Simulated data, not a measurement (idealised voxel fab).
Name of the process module below: voxel capacitor over wiring
The figure presents cross-section cut, which has a width of 230 nm and is divided into square cells with an edge length of 5 nm.
Just so we're on the same page, the cross-sections are grids of square cells, and they're listed out in bands top to bottom, each band one or more rows deep.
The entry gives the band's vertical extent as a top height and a bottom height in nm, then its horizontal make-up as materials from left to right, each with a width in nm. "blank" stands for empty space; a single material marked "all across" fills the band edge to edge.
A quick word on heights: they are counted from 0, and under that level the wafer as it came to us is one material throughout. The lowest band is different from the rest in having no bottom; it simply continues downward, written as in "0 and below".
Quick explanation for "30 to 40": the width changes in equal steps down the rows of cells, from the first number in the band's top row to the second number in its bottom row.
Where the words "remained unchanged" appear for a step, the cross-section shows no cell changed by that step; every cell remained as before.
Empty spaces without an open route to the top, at least 8 cells in extent, make up the entry "Non-vented voids"; each is given as width x height at distance, where the distance is measured from the left edge, and all are in nm.
Step line, after settings: the simulator's comment on this step.
Among the settings permitted on a step's line is "overlay nm"; applied to a step with a mask, it specifies the extent to which the mask lay to the right of its planned position, whereas a negative figure signifies a position to the left.

### Intended process steps
1: RECEIVE, material Si
2: CONFORMAL_DEP, material SiO2, thk nm 10
3: CONFORMAL_DEP, material SiCN, thk nm 5
4: DIRECTIONAL_DEP, material lowk, thk nm 20
5: MASKED_ETCH, tone open, mask id METAL_1, width nm 30, pitch nm 90, etch materials lowk, depth nm 20, overlay nm 0
6: MASKED_ETCH, tone open, mask id METAL_1, width nm 30, pitch nm 90, etch materials SiCN, depth nm 5, overlay nm 0
7: CONFORMAL_DEP, material TiN, thk nm 5
8: FILL_DEP, material W, thk nm 10
9: CMP, height nm 35
10: EPI, material Ru, thk nm 5
11: FILL_DEP, material SiCN, thk nm 5
12: DIRECTIONAL_DEP, material SiO2, thk nm 15
13: MASKED_ETCH, tone open, mask id PLUG_1, width nm 15, etch materials SiO2, depth nm 15, overlay nm 0
14: MASKED_ETCH, tone open, mask id PLUG_1, width nm 15, etch materials SiCN, depth nm 5, overlay nm 0
15: EPI, material Ru, thk nm 10
16: EPI, material Ru, thk nm 10
17: DIRECTIONAL_DEP, material TiN, thk nm 5
18: DIRECTIONAL_DEP, material SiN, thk nm 5
19: DIRECTIONAL_DEP, material TiN, thk nm 5
20: PATTERN, tone cover, mask id UPPER_PLATE, material resist, width nm 65, thk nm 15, overlay nm 0
21: DIRECTIONAL_ETCH, etch materials TiN, depth nm 5
22: DIRECTIONAL_ETCH, etch materials SiN, depth nm 5
23: STRIP, etch materials resist
24: MASKED_ETCH, tone cover, mask id LOWER_PLATE, width nm 75, etch materials TiN, depth nm 5, overlay nm 0
25: FILL_DEP, material SiO2, thk nm 20
26: CMP, height nm 90
27: PATTERN, tone open, mask id PLUG_2, material resist, width nm 15, thk nm 20, overlay nm 0
28: DIRECTIONAL_ETCH, etch materials SiO2, depth nm 15
29: STRIP, etch materials resist
30: CONFORMAL_DEP, material TiN, thk nm 5
31: FILL_DEP, material Ru, thk nm 10
32: CMP, height nm 90
33: CONFORMAL_DEP, material SiN, thk nm 5

### Cross-section of the wafer at receipt, which is the condition after step 1
- 0 and below: Si all across
- Non-vented voids: none

### Same starting wafer, same plan as above, one mistake in the execution; this is the cross-section at the end of the module
- 95 down to 90: TiN all across
- 90 down to 80: SiO2 80, TiN 5, Ru 5, TiN 5, SiO2 135
- 80 down to 70: SiO2 80 to 70, TiN 15 to 65, SiO2 135 to 95
- 70 down to 65: SiO2 70, SiN 65, SiO2 95
- 65 down to 60: SiO2 65, TiN 75, SiO2 90
- 60 down to 45: SiO2 70, Ru 15, SiO2 145
- 45 down to 40: SiCN 70, Ru 15, SiCN 145
- 40 down to 35: SiCN 50, Ru 40, SiCN 50, Ru 40, SiCN 50
- 35 down to 15: lowk 55, TiN 5, W 20, TiN 5, lowk 60, TiN 5, W 20, TiN 5, lowk 55
- 15 down to 10: SiCN 55, TiN 30, SiCN 60, TiN 30, SiCN 55
- 10 down to 0: SiO2 all across
- 0 and below: Si all across
- Non-vented voids: none
Here's what went sideways: so step 33 ended up running with a different setting than we planned, it ran as CONFORMAL_DEP, material TiN, thk nm 5
